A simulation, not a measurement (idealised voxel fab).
Module name: voxel self aligned contacts (process module)
The cross-section on display is named cut; it measures 170 nm wide, and its cells are 5 nm squares.
Cross-sections here: square-cell grids, written as top-down lists of bands, a band being one or more rows of cells. What a band's entry tells you: where the top is and where the bottom is, as heights in nm, and after that what lies inside, material by material from left to right, each with its width in nm. Empty space is written as the word "air", and a single material marked with the word "full width" occupies the band from edge to edge. Height datum 0, below which the as-received substrate wafer is one material. Lowest band open at the bottom, running downward: "0 nm and below". A width such as "30->40" changes by the same amount from each row of cells to the next, from the band's top row to its bottom row. The cross-section has no changed cell in any step marked "nothing changed". Closed empty spaces (no open way to the top) of 8 cells or more are what "Fully closed voids" lists, each as width x height at distance from the left edge, nm for all three. That trailing text on a step's line, after the settings, is the simulator's own remark on the step. A step line may carry the setting "overlay nm", which, for steps involving a mask, states the distance by which the mask lay to the right of its intended position; negative values denote displacement to the left.

## Listed below are the process steps as planned
1,RECEIVE | material Si
2,OXIDIZE | depth nm 5
3,DIRECTIONAL_DEP | material polySi | thk nm 20
4,DIRECTIONAL_DEP | material SiN | thk nm 15
5,DIRECTIONAL_DEP | material aC | thk nm 10
6,PATTERN | tone cover | mask id GATE | material resist | width nm 35 | pitch nm 65 | thk nm 25 | overlay nm 0
7,DIRECTIONAL_ETCH | etch materials aC | depth nm 10
8,STRIP | etch materials resist
9,DIRECTIONAL_ETCH | etch materials SiN | depth nm 15
10,DIRECTIONAL_ETCH | etch materials polySi | depth nm 20
11,STRIP | etch materials aC
12,CONFORMAL_DEP | material SiN | thk nm 5
13,DIRECTIONAL_ETCH | etch materials SiN | depth nm 5
14,FILL_DEP | material SiO2 | thk nm 15
15,CMP | height nm 40
16,DIRECTIONAL_DEP | material aC | thk nm 15
17,PATTERN | tone open | mask id CONTACT | material resist | width nm 50 | thk nm 30 | overlay nm 0
18,DIRECTIONAL_ETCH | etch materials aC | depth nm 15
19,STRIP | etch materials resist
20,DIRECTIONAL_ETCH | etch materials SiO2 | depth nm 45
21,STRIP | etch materials aC
22,CONFORMAL_DEP | material TiN | thk nm 5
23,FILL_DEP | material W | thk nm 10
24,CMP | height nm 40
25,CONFORMAL_DEP | material SiCN | thk nm 5

## Shown in cross-section is the wafer as received, that is, as it stands after step 1
> 0 nm and below | Si full width
> Fully closed voids: none

## First of two wafers at the end of the module, shown in cross-section; run carried out as planned
> 45 nm to 40 nm | SiCN full width
> 40 nm to 35 nm | SiO2: 60 / TiN: 20 / W: 10 / TiN: 20 / SiO2: 60
> 35 nm to 20 nm | SiO2: 30 / SiN: 45 / TiN: 5 / W: 10 / TiN: 5 / SiN: 45 / SiO2: 30
> 20 nm to 0 nm | SiO2: 30 / SiN: 5 / polySi: 35 / SiN: 5 / TiN: 5 / W: 10 / TiN: 5 / SiN: 5 / polySi: 35 / SiN: 5 / SiO2: 30
> 0 nm to -5 nm | SiO2: 75 / TiN: 20 / SiO2: 75
> -5 nm and below | Si full width
> Fully closed voids: none

## What the second wafer looks like in cross-section once the module is done. Its start and its plan matched the first wafer's exactly; what differed was one mistake in how it was run
> 45 nm to 40 nm | SiCN full width
> 40 nm to 30 nm | SiO2: 60 / TiN: 5->15 / W: 40->20 / TiN: 5->15 / SiO2: 60
> 30 nm to 20 nm | SiO2: 35 / SiN: 35 / TiN: 5 / W: 20 / TiN: 5 / SiN: 35 / SiO2: 35
> 20 nm to 0 nm | SiO2: 35 / polySi: 35 / TiN: 5 / W: 20 / TiN: 5 / polySi: 35 / SiO2: 35
> 0 nm to -5 nm | SiO2: 70 / TiN: 30 / SiO2: 70
> -5 nm and below | Si full width
> Fully closed voids: none
Plan not followed: plan step 12 skipped
At the finish, the second wafer shows more or fewer cells for some materials than the first does: -42 SiN, +22 SiO2, +20 W
